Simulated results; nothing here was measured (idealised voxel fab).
process module | voxel transistor to metal
cross-section cut | 155 nm wide | cells 5 nm
A cross-section is a grid of square cells, given in bands from the top down. A band is one or more rows of cells.
Each band's line starts with the height of the band's top and of its bottom, in nm. Then come its materials from left to right, each with its width in nm. One material with "throughout" fills the band from edge to edge. "air" is empty space.
Height 0 is the level under which the wafer as received is all one material. The lowest band goes on downwards, as in "0 down".
A width such as "30 to 40" changes by the same amount from each row of cells to the next, from the band's top row to its bottom row.
"no change" after a step means that no cell of the cross-section changed.
closed voids: empty space of 8 cells or more with no open way to the top, each as width x height at its distance from the left edge, in nm
after a step's settings: what the simulator itself notes on the step
overlay nm, on a step with a mask: how far to the right of its planned place the mask lay; to the left if negative
plan
1 op RECEIVE | material Si
2 op OXIDIZE | depth nm 5
3 op CONFORMAL_DEP | material SiN | thk nm 15
4 op DIRECTIONAL_DEP | material aC | thk nm 15
5 op PATTERN | tone cover | mask id ACTIVE | material resist | width nm 110 | thk nm 35 | overlay nm 0
6 op DIRECTIONAL_ETCH | etch materials aC | depth nm 15
7 op STRIP | etch materials resist
8 op DIRECTIONAL_ETCH | etch materials SiN | depth nm 15
9 op DIRECTIONAL_ETCH | etch materials SiO2 | depth nm 5
10 op DIRECTIONAL_ETCH | etch materials Si | depth nm 35
11 op STRIP | etch materials aC
12 op OXIDIZE | depth nm 5
13 op FILL_DEP | material SiO2 | thk nm 15
14 op CMP | height nm 15
15 op SELECTIVE_ETCH | etch materials SiO2 | depth nm 10
16 op STRIP | etch materials SiN
17 op SELECTIVE_ETCH | etch materials SiO2 | depth nm 5
18 op OXIDIZE | depth nm 5
19 op DIRECTIONAL_DEP | material polySi | thk nm 25
20 op DIRECTIONAL_DEP | material SiCN | thk nm 10
21 op DIRECTIONAL_DEP | material aC | thk nm 10
22 op PATTERN | tone cover | mask id GATE | material resist | width nm 20 | thk nm 25 | overlay nm 0
23 op DIRECTIONAL_ETCH | etch materials aC | depth nm 10
24 op STRIP | etch materials resist
25 op DIRECTIONAL_ETCH | etch materials SiCN | depth nm 20
26 op DIRECTIONAL_ETCH | etch materials polySi | depth nm 35
27 op STRIP | etch materials aC
28 op CONFORMAL_DEP | material SiN | thk nm 5
29 op DIRECTIONAL_ETCH | etch materials SiN | depth nm 5
30 op DIRECTIONAL_ETCH | etch materials SiO2 | depth nm 5
31 op DIRECTIONAL_ETCH | etch materials Si | depth nm 10
32 op EPI | material pSi | thk nm 15
33 op FILL_DEP | material SiO2 | thk nm 10
34 op CMP | height nm 30
35 op DIRECTIONAL_DEP | material SiO2 | thk nm 15
36 op MASKED_ETCH | tone open | mask id CONTACT | width nm 30 | pitch nm 60 | etch materials SiO2 | depth nm 50 | overlay nm 0
37 op CONFORMAL_DEP | material TiN | thk nm 5
38 op FILL_DEP | material Ru | thk nm 10
39 op CMP | height nm 45
40 op CONFORMAL_DEP | material SiCN | thk nm 5
41 op DIRECTIONAL_DEP | material SiO2 | thk nm 25
42 op PATTERN | tone open | mask id METAL_1 | material resist | width nm 20 | pitch nm 70 | thk nm 20 | overlay nm 0
43 op DIRECTIONAL_ETCH | etch materials SiO2 | depth nm 25
44 op DIRECTIONAL_ETCH | etch materials SiCN | depth nm 5
45 op STRIP | etch materials resist
46 op CONFORMAL_DEP | material TiN | thk nm 5
47 op FILL_DEP | material W | thk nm 5
48 op CMP | height nm 75
49 op EPI | material Ru | thk nm 5
50 op FILL_DEP | material SiCN | thk nm 5
as received, after step 1
  0 down: Si throughout
  closed voids: none
a wafer at the end: this start, this plan, one mistake
  85 to 80: SiCN throughout
  80 to 75: SiCN 25 | Ru 30 | SiCN 40 | Ru 30 | SiCN 30
  75 to 50: SiO2 30 | TiN 5 | W 10 | TiN 5 | SiO2 50 | TiN 5 | W 10 | TiN 5 | SiO2 35
  50 to 45: SiCN 30 | TiN 20 | SiCN 50 | TiN 20 | SiCN 35
  45 to 30: SiO2 30 | TiN 5 | Ru 20 | TiN 5 | SiO2 30 | TiN 5 | Ru 20 | TiN 5 | SiO2 35
  30 to 25: SiO2 30 | TiN 5 | Ru 20 | TiN 5 | SiN 5 | SiCN 20 | SiN 5 | TiN 5 | Ru 20 | TiN 5 | SiO2 35
  25 to 0: SiO2 30 | TiN 5 | Ru 20 | TiN 5 | SiN 5 | polySi 20 | SiN 5 | TiN 5 | Ru 20 | TiN 5 | SiO2 35
  0 to -5: SiO2 20 | SiN 5 | SiO2 5 | TiN 30 | SiO2 30 | TiN 30 | SiO2 5 | SiN 5 | SiO2 25
  -5 to -10: pSi 20 | SiO2 110 | pSi 25
  -10 to -20: pSi 15 | SiO2 120 | pSi 20
  -20 to -45: Si 15 | SiO2 120 | Si 20
  -45 down: Si throughout
  closed voids: none
what went wrong: step 5 ran as: op PATTERN | tone open | mask id ACTIVE | material resist | width nm 110 | thk nm 35 | overlay nm 0
